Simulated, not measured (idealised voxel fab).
The name of this process module is voxel quadruple lines.
Section cut is 285 nm wide and gridded with 5 nm square cells.
Throughout this document, each cross-section is represented as a grid of square cells and is presented as a sequence of bands enumerated from the top downward, where a band comprises one or more rows of cells. Quick guide to a band line: top height, bottom height (nm) up front; then every material left to right with its width in nm. Only one material and it's marked "edge to edge"? Then it fills the band edge to edge. And "blank" just means empty space. Convention: height 0 is the level below which the wafer, as received, is all one material. The lowest band does not terminate at the bottom but continues downward, represented as "0 nm and below". So if you see something like "30 to 40" for the width, read it as the top row of the band sitting at the first number and the bottom row at the second, with every row in between moving by the same amount as the last. Take "no change occurred" at face value: in the step it is given for, the cross-section changed in none of its cells. "Fully sealed voids": empty spaces of 8 cells or more with no open way to the top, each given as width x height at distance, distance from the left edge, all in nm. Text after the settings on a step's line: the simulator's own remark on that step. The optional step-line setting "overlay nm" applies to steps with a mask and quantifies how far to the right of its planned location the mask lay, a negative value indicating leftward placement.

# Planned step list for the process
1) RECEIVE,material Si
2) CONFORMAL_DEP,material Al2O3,thk nm 5
3) DIRECTIONAL_DEP,material W,thk nm 15
4) DIRECTIONAL_DEP,material polySi,thk nm 20
5) DIRECTIONAL_DEP,material aC,thk nm 25
6) PATTERN,tone cover,mask id MANDREL,material resist,width nm 30,thk nm 30,overlay nm 0
7) DIRECTIONAL_ETCH,etch materials aC,depth nm 25
8) STRIP,etch materials resist
9) CONFORMAL_DEP,material SiO2,thk nm 10
10) DIRECTIONAL_ETCH,etch materials SiO2,depth nm 10
11) STRIP,etch materials aC
12) DIRECTIONAL_ETCH,etch materials polySi,depth nm 20
13) STRIP,etch materials SiO2
14) CONFORMAL_DEP,material SiN,thk nm 10
15) DIRECTIONAL_ETCH,etch materials SiN,depth nm 10
16) STRIP,etch materials polySi
17) DIRECTIONAL_ETCH,etch materials W,depth nm 15
18) STRIP,etch materials SiN
19) FILL_DEP,material lowk,thk nm 5
20) CMP,height nm 20

# Wafer at receipt (post step 1), cross-section
0 nm and below = Si edge to edge
Fully sealed voids: none

# Looking at the first of two wafers in cross-section at end of module - ran to plan
20 nm to 5 nm = lowk: 105 | W: 10 | lowk: 10 | W: 10 | lowk: 10 | W: 10 | lowk: 10 | W: 10 | lowk: 110
5 nm to 0 nm = Al2O3 edge to edge
0 nm and below = Si edge to edge
Fully sealed voids: none

# Second wafer cross-section at end of module - shared start and plan with the first, one mistake in the run
20 nm to 5 nm = lowk: 105 | W: 10 | lowk: 10 | W: 10 | lowk: 15 | W: 10 | lowk: 10 | W: 10 | lowk: 105
5 nm to 0 nm = Al2O3 edge to edge
0 nm and below = Si edge to edge
Fully sealed voids: none
Misprocessing identified: note that step 6 departed from the planned setting and was carried out as PATTERN,tone cover,mask id MANDREL,material resist,width nm 35,thk nm 30,overlay nm 0
End check, second vs first wafer: material counts in cells match, positions do not.
